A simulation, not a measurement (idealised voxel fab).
process module | voxel trench capacitor
cross-section cut | 285 nm wide | cells 5 nm
A cross-section is a grid of square cells, given in bands from the top down. A band is one or more rows of cells.
Each band's line starts with the height of the band's top and of its bottom, in nm. Then come its materials from left to right, each with its width in nm. One material with "throughout" fills the band from edge to edge. "air" is empty space.
Height 0 is the level under which the wafer as received is all one material. The lowest band goes on downwards, as in "0 down".
A width such as "30 to 40" changes by the same amount from each row of cells to the next, from the band's top row to its bottom row.
"no change" after a step means that no cell of the cross-section changed.
closed voids: empty space of 8 cells or more with no open way to the top, each as width x height at its distance from the left edge, in nm
after a step's settings: what the simulator itself notes on the step
overlay nm, on a step with a mask: how far to the right of its planned place the mask lay; to the left if negative
plan
1 op RECEIVE | material Si
2 op CONFORMAL_DEP | material SiN | thk nm 10
3 op PATTERN | tone open | mask id TRENCH | material resist | width nm 25 | pitch nm 55 | thk nm 20 | overlay nm 0
4 op DIRECTIONAL_ETCH | etch materials SiN | depth nm 10
5 op DIRECTIONAL_ETCH | etch materials Si | depth nm 40
6 op STRIP | etch materials resist
7 op CONFORMAL_DEP | material HfO2 | thk nm 5
8 op CONFORMAL_DEP | material TiN | thk nm 5
9 op FILL_DEP | material W | thk nm 10
10 op CMP | height nm 10
as received, after step 1
  0 down: Si throughout
  closed voids: none
first wafer at the end, as planned
  10 to 0: SiN 100 | HfO2 5 | TiN 5 | W 5 | TiN 5 | HfO2 5 | SiN 30 | HfO2 5 | TiN 5 | W 5 | TiN 5 | HfO2 5 | SiN 105
  0 to -30: Si 100 | HfO2 5 | TiN 5 | W 5 | TiN 5 | HfO2 5 | Si 30 | HfO2 5 | TiN 5 | W 5 | TiN 5 | HfO2 5 | Si 105
  -30 to -35: Si 100 | HfO2 5 | TiN 15 | HfO2 5 | Si 30 | HfO2 5 | TiN 15 | HfO2 5 | Si 105
  -35 to -40: Si 100 | HfO2 25 | Si 30 | HfO2 25 | Si 105
  -40 down: Si throughout
  closed voids: none
second wafer at the end: like start, like plan, one mistake
  20 to 15: TiN 110 | W 5 | TiN 50 | W 5 | TiN 115
  15 to 10: HfO2 105 | TiN 5 | W 5 | TiN 5 | HfO2 40 | TiN 5 | W 5 | TiN 5 | HfO2 110
  10 to 0: SiN 100 | HfO2 5 | TiN 5 | W 5 | TiN 5 | HfO2 5 | SiN 30 | HfO2 5 | TiN 5 | W 5 | TiN 5 | HfO2 5 | SiN 105
  0 to -30: Si 100 | HfO2 5 | TiN 5 | W 5 | TiN 5 | HfO2 5 | Si 30 | HfO2 5 | TiN 5 | W 5 | TiN 5 | HfO2 5 | Si 105
  -30 to -35: Si 100 | HfO2 5 | TiN 15 | HfO2 5 | Si 30 | HfO2 5 | TiN 15 | HfO2 5 | Si 105
  -35 to -40: Si 100 | HfO2 25 | Si 30 | HfO2 25 | Si 105
  -40 down: Si throughout
  closed voids: none
what went wrong: step 10 ran as: op CMP | height nm 20
at the end the second wafer has, in cells: 51 more of HfO2 | 59 more of TiN | 4 more of W
